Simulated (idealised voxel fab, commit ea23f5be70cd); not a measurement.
process module | voxel self aligned contacts
cross-section cut | 200 nm wide | cells 5 nm
A cross-section is a grid of square cells, given in bands from the top down. A band is one or more rows of cells.
Each band's line starts with the height of the band's top and of its bottom, in nm. Then come its materials from left to right, each with its width in nm. One material with "throughout" fills the band from edge to edge. "air" is empty space.
Height 0 is the level under which the wafer as received is all one material. The lowest band goes on downwards, as in "0 down".
A width such as "30 to 40" changes by the same amount from each row of cells to the next, from the band's top row to its bottom row.
"no change" after a step means that no cell of the cross-section changed.
closed voids: empty space of 8 cells or more with no open way to the top, each as width x height at its distance from the left edge, in nm
after a step's settings: what the simulator itself notes on the step
overlay nm, on a step with a mask: how far to the right of its planned place the mask lay; to the left if negative
plan
1 op RECEIVE | material Si
2 op CONFORMAL_DEP | material SiO2 | thk nm 5
3 op DIRECTIONAL_DEP | material polySi | thk nm 30
4 op DIRECTIONAL_DEP | material SiN | thk nm 20
5 op DIRECTIONAL_DEP | material aC | thk nm 15
6 op PATTERN | tone cover | mask id GATE | material resist | width nm 35 | pitch nm 60 | thk nm 35 | overlay nm 0
7 op DIRECTIONAL_ETCH | etch materials aC | depth nm 15
8 op STRIP | etch materials resist
9 op DIRECTIONAL_ETCH | etch materials SiN | depth nm 20
10 op DIRECTIONAL_ETCH | etch materials polySi | depth nm 30
11 op STRIP | etch materials aC
12 op CONFORMAL_DEP | material SiN | thk nm 5
13 op DIRECTIONAL_ETCH | etch materials SiN | depth nm 5
14 op FILL_DEP | material SiO2 | thk nm 15
15 op CMP | height nm 60
16 op MASKED_ETCH | tone open | mask id CONTACT | width nm 45 | pitch nm 60 | etch materials SiO2 | depth nm 60 | overlay nm 0
17 op CONFORMAL_DEP | material TiN | thk nm 5
18 op FILL_DEP | material Ru | thk nm 10
19 op CMP | height nm 60
20 op CONFORMAL_DEP | material SiCN | thk nm 5
as received, after step 1
  0 down: Si throughout
  closed voids: none
first wafer at the end, as planned
  65 to 60: SiCN throughout
  60 to 55: SiO2 45 | TiN 20 | Ru 5 | TiN 20 | SiO2 15 | TiN 20 | Ru 5 | TiN 20 | SiO2 50
  55 to 35: SiO2 15 | SiN 45 | TiN 5 | Ru 5 | TiN 5 | SiN 45 | TiN 5 | Ru 5 | TiN 5 | SiN 45 | SiO2 20
  35 to 5: SiO2 15 | SiN 5 | polySi 35 | SiN 5 | TiN 5 | Ru 5 | TiN 5 | SiN 5 | polySi 35 | SiN 5 | TiN 5 | Ru 5 | TiN 5 | SiN 5 | polySi 35 | SiN 5 | SiO2 20
  5 to 0: SiO2 60 | TiN 15 | SiO2 45 | TiN 15 | SiO2 65
  0 down: Si throughout
  closed voids: none
second wafer at the end: like start, like plan, one mistake
  65 to 60: SiCN throughout
  60 to 55: SiO2 50 | TiN 15 | Ru 5 | TiN 20 | SiO2 20 | TiN 15 | Ru 5 | TiN 20 | SiO2 50
  55 to 35: SiO2 15 | SiN 45 | TiN 5 | Ru 5 | TiN 5 | SiN 45 | TiN 5 | Ru 5 | TiN 5 | SiN 45 | SiO2 20
  35 to 5: SiO2 15 | SiN 5 | polySi 35 | SiN 5 | TiN 5 | Ru 5 | TiN 5 | SiN 5 | polySi 35 | SiN 5 | TiN 5 | Ru 5 | TiN 5 | SiN 5 | polySi 35 | SiN 5 | SiO2 20
  5 to 0: SiO2 60 | TiN 15 | SiO2 45 | TiN 15 | SiO2 65
  0 down: Si throughout
  closed voids: none
what went wrong: step 16 ran as: op MASKED_ETCH | tone open | mask id CONTACT | width nm 40 | pitch nm 60 | etch materials SiO2 | depth nm 60 | overlay nm 0
at the end the second wafer has, in cells: 2 more of SiO2 | 2 fewer of TiN
